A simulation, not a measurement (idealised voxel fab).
Process module heading - voxel tone inversion
The cross-section shown here is cut; it is 300 nm wide and divided into square cells measuring 5 nm on a side.
How to read a cross-section here: the picture is a grid of square cells, written as bands going from the top down, and any band can span one or more rows of cells.
In this notation a band is specified by the heights of its top and bottom, in that order and in nm, after which its materials appear from left to right, each paired with its width in nm. The word "throughout" attached to a single material means that material fills the band from edge to edge; the word "empty" stands for empty space.
For the purposes of this specification, 0 denotes the height below which the wafer in its as-received condition is composed wholly of one material, and the lowermost band, lacking a lower limit, extends downward without end, as expressed in "0 -> down".
So if you see something like "30->40" for the width, read it as the top row of the band sitting at the first number and the bottom row at the second, with every row in between moving by the same amount as the last.
A step reported as "no alterations made" is a step in which no cell of the cross-section changed.
Trapped voids: empty space of 8 cells or more with no open way to the top, each as width x height at its distance from the left edge, in nm
If you see something after the settings on a step's line, that's the simulator's own remark about that step.
A step's line can hold "overlay nm"; with a mask on that step, the setting says how far right of the planned place the mask lay, while a negative setting says it lay to the left.

# Steps planned for the process
1. RECEIVE with material Si
2. CONFORMAL_DEP with material SiCN, thk nm 5
3. DIRECTIONAL_DEP with material polySi, thk nm 15
4. PATTERN with tone cover, mask id POSTS, material resist, width nm 20, pitch nm 40, thk nm 25, overlay nm 0
5. DIRECTIONAL_ETCH with etch materials polySi, depth nm 15
6. STRIP with etch materials resist
7. FILL_DEP with material SiO2, thk nm 5
8. CMP with height nm 20
9. STRIP with etch materials polySi

# As-received state of the wafer in cross-section, equivalent to post-step 1
0 -> down  Si throughout
Trapped voids: none

# Run as planned - first of the two wafers cross-sectioned at the end of the module
20 -> 5  120 of SiO2; 20 of empty; 20 of SiO2; 20 of empty; 120 of SiO2
5 -> 0  SiCN throughout
0 -> down  Si throughout
Trapped voids: none

# End-of-module cross-section of the second wafer: identical starting point and process plan to the first, with one processing mistake
10 -> 5  120 of SiO2; 20 of empty; 20 of SiO2; 20 of empty; 120 of SiO2
5 -> 0  SiCN throughout
0 -> down  Si throughout
Trapped voids: none
Error vs. plan: step 8 ran with different settings than intended, the actual operation and settings being CMP with height nm 10
FYI, end of process, the second wafer has more or fewer cells of some materials than the first: SiO2: 104 fewer
